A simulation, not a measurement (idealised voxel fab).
Process module under the name voxel transistor to metal
The cross-section on display is named cut; it measures 190 nm wide, and its cells are 5 nm squares.
In this document a cross-section is written as a grid of square cells. It is given as a series of bands, listed from the top down, and a band is one or more rows of cells.
First you get the band's top height and its bottom height, in nm, and then the materials it's made of, left to right, with each width in nm. If you see a single material with "edge to edge", that one covers the band edge to edge. "blank" is empty space.
Beneath 0, the wafer as received is one material, and that level is where height counting begins. The lowest band goes on downward without a bottom; it is written like "z 0 and below".
A width given as "30..40" starts at the first number in the band's top row and ends at the second number in its bottom row, shifting by an equal amount at every step from row to row.
Reading "nothing different" for a step: not a cell of the cross-section changed in it.
The entry "Unvented internal voids" lists the empty spaces that cover at least 8 cells and have no open path to the top. Each is written as width x height at distance, where the distance is measured from the left edge and all three values are in nm.
Step line, after settings: the simulator's comment on this step.
Steps that use a mask can have "overlay nm" on their line. It says how far the mask sat to the right of where it was meant to be. Negative means to the left.
Pairs from here to the end. Each: cross-section before one process step, cross-section after it, the latter only as far down as the lowest band that changed. Under each: the step between, and its settings. Mind that the pairs may be taken from different runs of this module on the same starting wafer; whether a pair continues from the pair above depends on its entry headed "Incoming profile", and it does only where that entry says so.
**Incoming profile**
> z 105 to 90 | aC 50 nm  blank 15 nm  aC 55 nm  blank 15 nm  aC 55 nm
> z 90 to 60 | SiO2 edge to edge
> z 60 to 55 | SiCN edge to edge
> z 55 to 40 | SiO2 45 nm  SiN 5 nm  Ru 15 nm  SiN 5 nm  SiO2 45 nm  SiN 5 nm  Ru 15 nm  SiN 5 nm  SiO2 50 nm
> z 40 to 35 | SiN 50 nm  TiN 15 nm  SiN 55 nm  TiN 15 nm  SiN 55 nm
> z 35 to 30 | SiO2 50 nm  TiN 5 nm  W 20 nm  TiN 5 nm  SiO2 25 nm  TiN 5 nm  W 20 nm  TiN 5 nm  SiO2 55 nm
> z 30 to 25 | SiO2 50 nm  TiN 30 nm  SiO2 25 nm  TiN 30 nm  SiO2 55 nm
> z 25 to 15 | polySi 35 nm  SiCN 50 nm  SiO2 5 nm  SiN 5 nm  SiO2 5 nm  SiCN 50 nm  polySi 40 nm
> z 15 to 5 | polySi edge to edge
> z 5 to -5 | SiO2 35 nm  polySi 115 nm  SiO2 40 nm
> z -5 to -10 | SiO2 edge to edge
> z -10 to -40 | SiO2 45 nm  Si 95 nm  SiO2 50 nm
> z -40 and below | Si edge to edge
> Unvented internal voids: none
**Sectional Result**
> z 105 to 90 | aC 50 nm  blank 15 nm  aC 55 nm  blank 15 nm  aC 55 nm
> z 90 to 70 | SiO2 50 nm  blank 15 nm  SiO2 55 nm  blank 15 nm  SiO2 55 nm
> Rest of section, below 70: as before.
> Unvented internal voids: none
Between the cross-sections above, the step performed was DIRECTIONAL_ETCH with etch materials SiO2, depth nm 20
Incoming profile: see the after view in the pair directly above.
**Sectional Result**
> z 90 to 70 | SiO2 50 nm  blank 15 nm  SiO2 55 nm  blank 15 nm  SiO2 55 nm
> Rest of section, below 70: as before.
> Unvented internal voids: none
Between the cross-sections above, the step performed was STRIP with etch materials aC
Incoming profile: see the after view in the pair directly above.
**Sectional Result**
> z 90 to 60 | SiO2 50 nm  blank 15 nm  SiO2 55 nm  blank 15 nm  SiO2 55 nm
> Rest of section, below 60: as before.
> Unvented internal voids: none
Between the cross-sections above, the step performed was MASKED_ETCH with tone open, mask id METAL_2_HOLES, width nm 15, pitch nm 70, etch materials SiO2, depth nm 10, overlay nm 0
Incoming profile: see the after view in the pair directly above.
**Sectional Result**
> z 90 to 60 | SiO2 50 nm  blank 15 nm  SiO2 55 nm  blank 15 nm  SiO2 55 nm
> z 60 to 55 | SiCN 50 nm  blank 15 nm  SiCN 55 nm  blank 15 nm  SiCN 55 nm
> Rest of section, below 55: as before.
> Unvented internal voids: none
Between the cross-sections above, the step performed was MASKED_ETCH with tone open, mask id METAL_2_HOLES, width nm 15, pitch nm 70, etch materials SiCN, depth nm 5, overlay nm 0
Incoming profile: see the after view in the pair directly above.
**Sectional Result**
> z 95 to 90 | TiN 55 nm  blank 5 nm  TiN 65 nm  blank 5 nm  TiN 60 nm
> z 90 to 60 | SiO2 50 nm  TiN 5 nm  blank 5 nm  TiN 5 nm  SiO2 55 nm  TiN 5 nm  blank 5 nm  TiN 5 nm  SiO2 55 nm
> z 60 to 55 | SiCN 50 nm  TiN 15 nm  SiCN 55 nm  TiN 15 nm  SiCN 55 nm
> Rest of section, below 55: as before.
> Unvented internal voids: none
Between the cross-sections above, the step performed was CONFORMAL_DEP with material TiN, thk nm 5
Incoming profile: see the after view in the pair directly above.
**Sectional Result**
> z 100 to 95 | Cu edge to edge
> z 95 to 90 | TiN 55 nm  Cu 5 nm  TiN 65 nm  Cu 5 nm  TiN 60 nm
> z 90 to 60 | SiO2 50 nm  TiN 5 nm  Cu 5 nm  TiN 5 nm  SiO2 55 nm  TiN 5 nm  Cu 5 nm  TiN 5 nm  SiO2 55 nm
> Rest of section, below 60: as before.
> Unvented internal voids: none
Between the cross-sections above, the step performed was FILL_DEP with material Cu, thk nm 5
Incoming profile: see the after view in the pair directly above.
**Sectional Result**
> z 90 to 60 | SiO2 50 nm  TiN 5 nm  Cu 5 nm  TiN 5 nm  SiO2 55 nm  TiN 5 nm  Cu 5 nm  TiN 5 nm  SiO2 55 nm
> Rest of section, below 60: as before.
> Unvented internal voids: none
Between the cross-sections above, the step performed was CMP with height nm 90
Incoming profile: see the after view in the pair directly above.
**Sectional Result**
> z 95 to 90 | SiCN edge to edge
> Rest of section, below 90: as before.
> Unvented internal voids: none
Between the cross-sections above, the step performed was CONFORMAL_DEP with material SiCN, thk nm 5
